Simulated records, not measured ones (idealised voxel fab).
The process module presented herein is designated voxel ribs on slabs.
FYI the section here is cut, 215 nm wide, cells are 5 nm squares.
How to read a cross-section here: the picture is a grid of square cells, written as bands going from the top down, and any band can span one or more rows of cells.
Within each band entry, the heights of the top and of the bottom of the band appear first, in that order and in nm; the materials of the band then follow from left to right, each with its corresponding width in nm. The designation "edge to edge" on a single material indicates that it fills the band from edge to edge; the designation "empty" indicates empty space.
Heights are expressed relative to 0, this being the level below which the as-received wafer comprises one material exclusively. The lowest band is unbounded in the downward direction and is denoted as in "0 down".
The notation "30..40" denotes a width that varies across the rows of cells in the band, beginning at the first number in the top row, finishing at the second number in the bottom row, and changing by an identical amount from each row to the next.
"no alteration" (step): cross-section cells unchanged, all of them.
"Fully closed voids" specifies each empty space that is not open to the top and that occupies no fewer than 8 cells, using the form width x height at distance, the distance measured from the left edge and all three quantities in nm.
It should be noted that, on the line of a given step, the content following the step's settings is a remark produced by the simulator itself with respect to that step.
overlay nm: on a step with a mask, how far right of its planned place the mask lay; negative means left.

-- Below is the list of planned process steps
1,RECEIVE, material Si
2,DIRECTIONAL_DEP, material SiO2, thk nm 25
3,DIRECTIONAL_DEP, material SiN, thk nm 15
4,PATTERN, tone cover, mask id RIB, material resist, width nm 25, thk nm 15, overlay nm 0
5,DIRECTIONAL_ETCH, etch materials SiN, depth nm 5
6,STRIP, etch materials resist
7,PATTERN, tone cover, mask id SLAB, material resist, width nm 55, thk nm 15, overlay nm 0
8,DIRECTIONAL_ETCH, etch materials SiN, depth nm 10
9,STRIP, etch materials resist
10,FILL_DEP, material SiO2, thk nm 25
11,CMP, height nm 60
12,DIRECTIONAL_DEP, material TiN, thk nm 10
13,DIRECTIONAL_DEP, material aC, thk nm 15
14,PATTERN, tone cover, mask id HEATER, material resist, width nm 35, thk nm 35, overlay nm 0
15,DIRECTIONAL_ETCH, etch materials aC, depth nm 15
16,STRIP, etch materials resist
17,DIRECTIONAL_ETCH, etch materials TiN, depth nm 10
18,STRIP, etch materials aC
19,CONFORMAL_DEP, material SiO2, thk nm 10

-- Incoming wafer in cross-section (state: after step 1)
* 0 down: Si edge to edge
* Fully closed voids: none

-- The plan above was carried out on the starting structure above with one mistake, and this cross-section shows the wafer at the end of the module
* 80 to 70: empty (80) / SiO2 (55) / empty (80)
* 70 to 60: SiO2 (90) / TiN (35) / SiO2 (90)
* 60 to 55: SiO2 edge to edge
* 55 to 50: SiO2 (95) / SiN (25) / SiO2 (95)
* 50 to 40: SiO2 (80) / SiN (55) / SiO2 (80)
* 40 to 25: SiN edge to edge
* 25 to 0: SiO2 edge to edge
* 0 down: Si edge to edge
* Fully closed voids: none
Here's what went sideways: step 3 from the plan got run twice
